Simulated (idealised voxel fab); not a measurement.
process module | voxel wiring stack
cross-section cut | 280 nm wide | cells 5 nm
A cross-section is a grid of square cells, given in bands from the top down. A band is one or more rows of cells.
Each band's line starts with the height of the band's top and of its bottom, in nm. Then come its materials from left to right, each with its width in nm. One material with "throughout" fills the band from edge to edge. "air" is empty space.
Height 0 is the level under which the wafer as received is all one material. The lowest band goes on downwards, as in "0 down".
A width such as "30 to 40" changes by the same amount from each row of cells to the next, from the band's top row to its bottom row.
"no change" after a step means that no cell of the cross-section changed.
closed voids: empty space of 8 cells or more with no open way to the top, each as width x height at its distance from the left edge, in nm
after a step's settings: what the simulator itself notes on the step
overlay nm, on a step with a mask: how far to the right of its planned place the mask lay; to the left if negative
plan
1 op RECEIVE | material Si
2 op CONFORMAL_DEP | material SiO2 | thk nm 10
3 op DIRECTIONAL_DEP | material TiN | thk nm 5
4 op DIRECTIONAL_DEP | material Ru | thk nm 20
5 op PATTERN | tone cover | mask id METAL_1 | material resist | width nm 20 | pitch nm 40 | thk nm 20 | overlay nm 0
6 op DIRECTIONAL_ETCH | etch materials Ru | depth nm 20
7 op DIRECTIONAL_ETCH | etch materials TiN | depth nm 5
8 op STRIP | etch materials resist
9 op FILL_DEP | material SiO2 | thk nm 10
10 op CMP | height nm 35
11 op CONFORMAL_DEP | material SiCN | thk nm 5
12 op DIRECTIONAL_DEP | material lowk | thk nm 10
13 op MASKED_ETCH | tone open | mask id PLUG_1 | width nm 15 | etch materials lowk | depth nm 10 | overlay nm 0
14 op MASKED_ETCH | tone open | mask id PLUG_1 | width nm 15 | etch materials SiCN | depth nm 5 | overlay nm 0
15 op CONFORMAL_DEP | material TiN | thk nm 5
16 op FILL_DEP | material Ru | thk nm 10
17 op CMP | height nm 50
18 op CONFORMAL_DEP | material SiCN | thk nm 5
19 op DIRECTIONAL_DEP | material SiO2 | thk nm 15
20 op MASKED_ETCH | tone open | mask id METAL_2 | width nm 20 | pitch nm 40 | etch materials SiO2 | depth nm 15 | overlay nm 0
21 op MASKED_ETCH | tone open | mask id METAL_2 | width nm 20 | pitch nm 40 | etch materials SiCN | depth nm 5 | overlay nm 0
22 op CONFORMAL_DEP | material TiN | thk nm 5
23 op FILL_DEP | material Ru | thk nm 10
24 op CMP | height nm 70
25 op EPI | material Ru | thk nm 5
26 op FILL_DEP | material SiCN | thk nm 5
as received, after step 1
  0 down: Si throughout
  closed voids: none
first wafer at the end, as planned
  80 to 75: SiCN throughout
  75 to 70: SiCN 105 | Ru 30 | SiCN 10 | Ru 30 | SiCN 105
  70 to 55: SiO2 110 | TiN 5 | Ru 10 | TiN 5 | SiO2 20 | TiN 5 | Ru 10 | TiN 5 | SiO2 110
  55 to 50: SiCN 110 | TiN 20 | SiCN 20 | TiN 20 | SiCN 110
  50 to 40: lowk 110 | TiN 5 | Ru 5 | TiN 5 | lowk 155
  40 to 35: SiCN 110 | TiN 15 | SiCN 155
  35 to 15: SiO2 110 | Ru 20 | SiO2 20 | Ru 20 | SiO2 110
  15 to 10: SiO2 110 | TiN 20 | SiO2 20 | TiN 20 | SiO2 110
  10 to 0: SiO2 throughout
  0 down: Si throughout
  closed voids: none
second wafer at the end: like start, like plan, one mistake
  80 to 75: SiCN throughout
  75 to 70: SiCN 105 | Ru 30 | SiCN 10 | Ru 30 | SiCN 105
  70 to 55: SiO2 110 | TiN 5 | Ru 10 | TiN 5 | SiO2 20 | TiN 5 | Ru 10 | TiN 5 | SiO2 110
  55 to 50: SiCN 110 | TiN 20 | SiCN 20 | TiN 20 | SiCN 110
  50 to 45: SiCN 110 | TiN 15 | SiCN 155
  45 to 35: lowk throughout
  35 to 15: SiO2 110 | Ru 20 | SiO2 20 | Ru 20 | SiO2 110
  15 to 10: SiO2 110 | TiN 20 | SiO2 20 | TiN 20 | SiO2 110
  10 to 0: SiO2 throughout
  0 down: Si throughout
  closed voids: none
what went wrong: steps 11 and 12 were swapped
at the end the second wafer has, in cells: 2 fewer of Ru | 4 fewer of TiN | 6 more of lowk
